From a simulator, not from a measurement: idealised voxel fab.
This is a process module. Its name is voxel ribs on slabs.
Section shown: cut. Width: 160 nm. Cell size: 5 nm, square.
Heads up, the way a cross-section reads in here is a grid of square cells, handed over as bands from the top down, with every band being one or more rows of cells. It is stipulated that each band's entry specify, in nanometres, the height of the top of the band and then that of its bottom, followed by the materials of the band in left-to-right sequence, each together with its width in nanometres. A single material marked by the word "full width" is understood to fill the band from edge to edge; the word "empty" is understood to denote empty space. Beneath 0, the wafer as received is one material, and that level is where height counting begins. The lowest band goes on downward without a bottom; it is written like "from 0 down". It should be noted that a width expressed as "30->40" varies in equal increments from row to row of cells within the band, taking the value of the first number at the top row and that of the second number at the bottom row. "same as before" after a step means that no cell of the cross-section changed. Reported under the label "Closed void entries" are the empty spaces having no open way to the top and comprising 8 cells or more; the notation for each is width x height at distance, in which the distance is measured from the left edge and all three values are in nm. If you see something after the settings on a step's line, that's the simulator's own remark about that step. You can add "overlay nm" to a step's line. For a step with a mask, it describes how far the mask lay to the right of its planned position, and a negative number describes a lay to the left.
The process steps that were planned are listed below:
| 1 | RECEIVE,material Si |
| 2 | DIRECTIONAL_DEP,material SiO2,thk nm 10 |
| 3 | DIRECTIONAL_DEP,material polySi,thk nm 15 |
| 4 | PATTERN,tone cover,mask id RIB,material resist,width nm 20,thk nm 15,overlay nm 0 |
| 5 | DIRECTIONAL_ETCH,etch materials polySi,depth nm 5 |
| 6 | STRIP,etch materials resist |
| 7 | PATTERN,tone cover,mask id SLAB,material resist,width nm 60,thk nm 20,overlay nm 0 |
| 8 | DIRECTIONAL_ETCH,etch materials polySi,depth nm 10 |
| 9 | STRIP,etch materials resist |
| 10 | FILL_DEP,material SiO2,thk nm 25 |
| 11 | CMP,height nm 50 |
| 12 | DIRECTIONAL_DEP,material TiN,thk nm 5 |
| 13 | PATTERN,tone cover,mask id HEATER,material resist,width nm 30,thk nm 15,overlay nm 0 |
| 14 | DIRECTIONAL_ETCH,etch materials TiN,depth nm 5 |
| 15 | STRIP,etch materials resist |
| 16 | CONFORMAL_DEP,material SiO2,thk nm 10 |
Across this set of wafers, the varied parameter is the thk nm of step 2. Starting conditions are identical for every wafer, and the plan reports the value assigned to the first wafer.
After step 1, as received: first of several wafers, cross-section:
- from 0 down = Si full width
- Closed void entries: none
Module end state after final step 16: cross-section of the first of several wafers:
- from 65 to 60 = empty (55), SiO2 (50), empty (55)
- from 60 to 55 = SiO2 full width
- from 55 to 50 = SiO2 (65), TiN (30), SiO2 (65)
- from 50 to 25 = SiO2 full width
- from 25 to 20 = SiO2 (70), polySi (20), SiO2 (70)
- from 20 to 10 = SiO2 (50), polySi (60), SiO2 (50)
- from 10 to 0 = SiO2 full width
- from 0 down = Si full width
- Closed void entries: none
Sectional view of the last wafer upon completion of the module:
- from 65 to 60 = empty (55), SiO2 (50), empty (55)
- from 60 to 55 = SiO2 full width
- from 55 to 50 = SiO2 (65), TiN (30), SiO2 (65)
- from 50 to 45 = SiO2 (70), polySi (20), SiO2 (70)
- from 45 to 35 = SiO2 (50), polySi (60), SiO2 (50)
- from 35 to 0 = SiO2 full width
- from 0 down = Si full width
- Closed void entries: none
Each wafer at the end: cells of each material gained (+) or lost (-) since it was received, then its closed voids:
thk nm 10, +360 SiO2, +6 TiN, +28 polySi, Closed void entries: none
thk nm 15, +360 SiO2, +6 TiN, +28 polySi, Closed void entries: none
thk nm 20, +360 SiO2, +6 TiN, +28 polySi, Closed void entries: none
thk nm 25, +360 SiO2, +6 TiN, +28 polySi, Closed void entries: none
thk nm 30, +360 SiO2, +6 TiN, +28 polySi, Closed void entries: none
thk nm 35, +360 SiO2, +6 TiN, +28 polySi, Closed void entries: none
